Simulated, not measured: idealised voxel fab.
voxel gate over fins: a process module
This is section cut - it's 220 nm across, gridded in 5 nm square cells.
Cross-sections here: square-cell grids, written as top-down lists of bands, a band being one or more rows of cells.
For a band, the entry starts with two heights in nm, that of the top and then that of the bottom, and carries on with the band's materials in order from left to right, each alongside its width in nm; the word "throughout" beside a single material means it fills the band edge to edge, and "empty" means empty space.
Note: height 0 marks the level under which the wafer is uniformly one material as received. Lowest band unbounded below, written "from 0 down".
A width given as "30->40" starts at the first number in the band's top row and ends at the second number in its bottom row, shifting by an equal amount at every step from row to row.
When a step is marked "nothing different", none of the cells in the cross-section changed during that step.
So "Sealed-off cavities" is basically the list of trapped voids: any empty space of 8 cells or more that can't reach the top through an opening. They're written width x height at distance, the distance being from the left edge, and it's all nm.
If you see something after the settings on a step's line, that's the simulator's own remark about that step.
On any step carrying a mask, the "overlay nm" setting, if present on the step's line, tells how far right of its planned place the mask lay; negative values point to the left.

-- Planned step list for the process
1. RECEIVE, material Si
2. CONFORMAL_DEP, material SiN, thk nm 5
3. DIRECTIONAL_DEP, material aC, thk nm 10
4. PATTERN, tone cover, mask id FINS, material resist, width nm 15, pitch nm 40, thk nm 25, overlay nm 0
5. DIRECTIONAL_ETCH, etch materials aC, depth nm 10
6. STRIP, etch materials resist
7. DIRECTIONAL_ETCH, etch materials SiN, depth nm 5
8. DIRECTIONAL_ETCH, etch materials Si, depth nm 40
9. STRIP, etch materials aC
10. OXIDIZE, depth nm 5
11. FILL_DEP, material SiO2, thk nm 5
12. CMP, height nm 5
13. SELECTIVE_ETCH, etch materials SiO2, depth nm 15
14. STRIP, etch materials SiN
15. CONFORMAL_DEP, material HfO2, thk nm 5
16. CONFORMAL_DEP, material TiN, thk nm 5
17. CONFORMAL_DEP, material TiAl, thk nm 5
18. CONFORMAL_DEP, material TiN, thk nm 5
19. FILL_DEP, material W, thk nm 10
20. CMP, height nm 25
21. CONFORMAL_DEP, material SiCN, thk nm 10

-- As received (post step 1): cross-section
	from 0 down | Si throughout
	Sealed-off cavities: none

-- a wafer at the end: this start, this plan, one mistake
	from 35 to 25 | SiCN throughout
	from 25 to 15 | W throughout
	from 15 to 10 | 30 of W  35 of TiN  5 of W  35 of TiN  5 of W  35 of TiN  5 of W  35 of TiN  35 of W
	from 10 to 5 | 30 of W  5 of TiN  25 of TiAl  5 of TiN  5 of W  5 of TiN  25 of TiAl  5 of TiN  5 of W  5 of TiN  25 of TiAl  5 of TiN  5 of W  5 of TiN  25 of TiAl  5 of TiN  35 of W
	from 5 to 0 | 35 of TiN  5 of TiAl  15 of HfO2  5 of TiAl  15 of TiN  5 of TiAl  15 of HfO2  5 of TiAl  15 of TiN  5 of TiAl  15 of HfO2  5 of TiAl  15 of TiN  5 of TiAl  15 of HfO2  5 of TiAl  40 of TiN
	from 0 to -5 | 40 of TiAl  5 of HfO2  5 of Si  5 of HfO2  25 of TiAl  5 of HfO2  5 of Si  5 of HfO2  25 of TiAl  5 of HfO2  5 of Si  5 of HfO2  25 of TiAl  5 of HfO2  5 of Si  5 of HfO2  45 of TiAl
	from -5 to -10 | 45 of HfO2  5 of Si  35 of HfO2  5 of Si  35 of HfO2  5 of Si  35 of HfO2  5 of Si  50 of HfO2
	from -10 to -45 | 45 of SiO2  5 of Si  35 of SiO2  5 of Si  35 of SiO2  5 of Si  35 of SiO2  5 of Si  50 of SiO2
	from -45 down | Si throughout
	Sealed-off cavities: none
Deviation noted in wafer processing: step 16 of the plan got skipped, so it never ran
